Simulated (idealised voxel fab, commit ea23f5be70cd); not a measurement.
voxel capacitor over wiring: a process module
It is cross-section cut that appears here, measuring 250 nm in width, its square cells being 5 nm in size.
This document writes a cross-section as a grid whose cells are square, and gives it as bands, listed from the top down; one or more rows of cells form a band. Each band's line starts with the height of the band's top and of its bottom, in nm. Then come its materials from left to right, each with its width in nm. One material with "everywhere" fills the band from edge to edge. "blank" is empty space. Measure heights from 0. That's the level where, below it, the as-received wafer is all one material. The lowest band is bottomless and extends downward; write it as in "0..down". The width entry "30->40" should be interpreted row by row: the top row of cells in the band takes the first number, the bottom row takes the second number, and the change between adjacent rows is uniform throughout. A step reported as "no alteration" is a step in which no cell of the cross-section changed. So "Sealed-off cavities" is basically the list of trapped voids: any empty space of 8 cells or more that can't reach the top through an opening. They're written width x height at distance, the distance being from the left edge, and it's all nm. after a step's settings: what the simulator itself notes on the step. Among the settings permitted on a step's line is "overlay nm"; applied to a step with a mask, it specifies the extent to which the mask lay to the right of its planned position, whereas a negative figure signifies a position to the left.

Steps planned for the process:
- 1: RECEIVE,material Si
- 2: CONFORMAL_DEP,material SiO2,thk nm 10
- 3: CONFORMAL_DEP,material SiN,thk nm 5
- 4: DIRECTIONAL_DEP,material lowk,thk nm 20
- 5: PATTERN,tone open,mask id METAL_1,material resist,width nm 20,pitch nm 90,thk nm 15,overlay nm 0
- 6: DIRECTIONAL_ETCH,etch materials lowk,depth nm 20
- 7: DIRECTIONAL_ETCH,etch materials SiN,depth nm 5
- 8: STRIP,etch materials resist
- 9: CONFORMAL_DEP,material TiN,thk nm 5
- 10: FILL_DEP,material Ru,thk nm 10
- 11: CMP,height nm 35
- 12: EPI,material Ru,thk nm 5
- 13: FILL_DEP,material SiCN,thk nm 5
- 14: DIRECTIONAL_DEP,material SiO2,thk nm 15
- 15: PATTERN,tone open,mask id PLUG_1,material resist,width nm 15,thk nm 15,overlay nm 0
- 16: DIRECTIONAL_ETCH,etch materials SiO2,depth nm 15
- 17: DIRECTIONAL_ETCH,etch materials SiCN,depth nm 5
- 18: STRIP,etch materials resist
- 19: EPI,material Ru,thk nm 10
- 20: EPI,material Ru,thk nm 10
- 21: DIRECTIONAL_DEP,material TiN,thk nm 10
- 22: DIRECTIONAL_DEP,material SiN,thk nm 5
- 23: DIRECTIONAL_DEP,material TiN,thk nm 10
- 24: PATTERN,tone cover,mask id UPPER_PLATE,material resist,width nm 75,thk nm 20,overlay nm 0
- 25: DIRECTIONAL_ETCH,etch materials TiN,depth nm 10
- 26: DIRECTIONAL_ETCH,etch materials SiN,depth nm 5
- 27: STRIP,etch materials resist
- 28: PATTERN,tone cover,mask id LOWER_PLATE,material resist,width nm 85,thk nm 15,overlay nm 0
- 29: DIRECTIONAL_ETCH,etch materials TiN,depth nm 10
- 30: STRIP,etch materials resist
- 31: FILL_DEP,material SiO2,thk nm 15
- 32: CMP,height nm 95
- 33: PATTERN,tone open,mask id PLUG_2,material resist,width nm 15,thk nm 15,overlay nm 0
- 34: DIRECTIONAL_ETCH,etch materials SiO2,depth nm 10
- 35: STRIP,etch materials resist
- 36: CONFORMAL_DEP,material TiN,thk nm 5
- 37: FILL_DEP,material Ru,thk nm 5
- 38: CMP,height nm 95
- 39: CONFORMAL_DEP,material SiN,thk nm 5

Cross-sectional view of the wafer in its as-received condition, corresponding to the state after step 1:
  0..down = Si everywhere
  Sealed-off cavities: none

End-of-module cross-section of the first of two wafers, processed as planned:
  100..95 = SiN everywhere
  95..90 = SiO2 (85), then TiN (5), then Ru (5), then TiN (5), then SiO2 (150)
  90..85 = SiO2 (85), then TiN (15), then SiO2 (150)
  85..75 = SiO2 (75), then TiN (75), then SiO2 (100)
  75..70 = SiO2 (75), then SiN (75), then SiO2 (100)
  70..60 = SiO2 (70), then TiN (85), then SiO2 (95)
  60..45 = SiO2 (75), then Ru (15), then SiO2 (160)
  45..40 = SiCN (75), then Ru (15), then SiCN (160)
  40..35 = SiCN (65), then Ru (30), then SiCN (60), then Ru (30), then SiCN (65)
  35..15 = lowk (70), then TiN (5), then Ru (10), then TiN (5), then lowk (70), then TiN (5), then Ru (10), then TiN (5), then lowk (70)
  15..10 = SiN (70), then TiN (20), then SiN (70), then TiN (20), then SiN (70)
  10..0 = SiO2 everywhere
  0..down = Si everywhere
  Sealed-off cavities: none

Second wafer cross-section at end of module - shared start and plan with the first, one mistake in the run:
  100..95 = SiN everywhere
  95..90 = SiO2 (85), then TiN (5), then Ru (5), then TiN (5), then SiO2 (150)
  90..85 = SiO2 (85), then TiN (15), then SiO2 (150)
  85..75 = SiO2 (75), then TiN (75), then SiO2 (100)
  75..70 = SiO2 (75), then SiN (75), then SiO2 (100)
  70..60 = SiO2 (65), then TiN (95), then SiO2 (90)
  60..45 = SiO2 (75), then Ru (15), then SiO2 (160)
  45..40 = SiCN (75), then Ru (15), then SiCN (160)
  40..35 = SiCN (65), then Ru (30), then SiCN (60), then Ru (30), then SiCN (65)
  35..15 = lowk (70), then TiN (5), then Ru (10), then TiN (5), then lowk (70), then TiN (5), then Ru (10), then TiN (5), then lowk (70)
  15..10 = SiN (70), then TiN (20), then SiN (70), then TiN (20), then SiN (70)
  10..0 = SiO2 everywhere
  0..down = Si everywhere
  Sealed-off cavities: none
Deviation from plan: step 28 was not run as planned; what actually ran was PATTERN,tone cover,mask id LOWER_PLATE,material resist,width nm 95,thk nm 15,overlay nm 0
Looking at both finished wafers in cells, the second ends up ahead of or behind the first on some materials: -4 SiO2; +4 TiN
